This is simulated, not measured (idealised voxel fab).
This is a process module. Its name is voxel ribs on slabs.
The cross-section on display is named cut; it measures 150 nm wide, and its cells are 5 nm squares.
Cross-sections here: square-cell grids, written as top-down lists of bands, a band being one or more rows of cells.
A band entry consists of two parts. The first gives the height of the band's top and the height of its bottom, in nm. The rest lists the band's materials from left to right, each with its width in nm. A single material labelled with the word "throughout" fills the band from edge to edge, and the word "empty" marks empty space.
All heights in this document are referenced to 0, defined as the level beneath which the wafer, as received, consists entirely of one material. The lowest band is not bounded below; it extends indefinitely downward and is written in the form "0 nm and below".
So if you see something like "30 to 40" for the width, read it as the top row of the band sitting at the first number and the bottom row at the second, with every row in between moving by the same amount as the last.
You'll sometimes find "nothing different" written for a step, and that's the way of saying that nowhere in the cross-section did a cell change during that step.
Under "Closed void listing" you'll find the enclosed gaps, the ones with no way out to the top, that are 8 cells or bigger; each reads width x height at distance, with distance counted from the left edge, everything in nm.
That trailing text on a step's line, after the settings, is the simulator's own remark on the step.
The line of a step may include "overlay nm". On a step with a mask, this value is how far to the right of its planned place the mask lay. A negative value means the mask lay to the left.

# The following list gives the planned process steps
1. RECEIVE with material Si
2. DIRECTIONAL_DEP with material SiO2, thk nm 30
3. DIRECTIONAL_DEP with material polySi, thk nm 20
4. DIRECTIONAL_DEP with material aC, thk nm 15
5. PATTERN with tone cover, mask id RIB, material resist, width nm 20, thk nm 30, overlay nm 0
6. DIRECTIONAL_ETCH with etch materials aC, depth nm 15
7. STRIP with etch materials resist
8. DIRECTIONAL_ETCH with etch materials polySi, depth nm 15
9. STRIP with etch materials aC
10. PATTERN with tone cover, mask id SLAB, material resist, width nm 60, thk nm 15, overlay nm 0
11. DIRECTIONAL_ETCH with etch materials polySi, depth nm 5
12. STRIP with etch materials resist
13. FILL_DEP with material SiO2, thk nm 25
14. CMP with height nm 65
15. DIRECTIONAL_DEP with material W, thk nm 5
16. PATTERN with tone cover, mask id HEATER, material resist, width nm 30, thk nm 15, overlay nm 0
17. DIRECTIONAL_ETCH with etch materials W, depth nm 5
18. STRIP with etch materials resist
19. CONFORMAL_DEP with material SiO2, thk nm 5

# Wafer as received: cross-section following step 1
  0 nm and below: Si throughout
  Closed void listing: none

# The module was run from the start shown above using the plan shown above, but one mistake was made doing it; the resulting wafer cross-section is below
  75 nm to 70 nm: 45 of empty | 40 of SiO2 | 65 of empty
  70 nm to 65 nm: 50 of SiO2 | 30 of W | 70 of SiO2
  65 nm to 50 nm: SiO2 throughout
  50 nm to 35 nm: 65 of SiO2 | 20 of polySi | 65 of SiO2
  35 nm to 30 nm: 45 of SiO2 | 60 of polySi | 45 of SiO2
  30 nm to 0 nm: SiO2 throughout
  0 nm and below: Si throughout
  Closed void listing: none
What went wrong in running the wafer? step 16, actual vs plan mismatch, actual run PATTERN with tone cover, mask id HEATER, material resist, width nm 30, thk nm 15, overlay nm -10
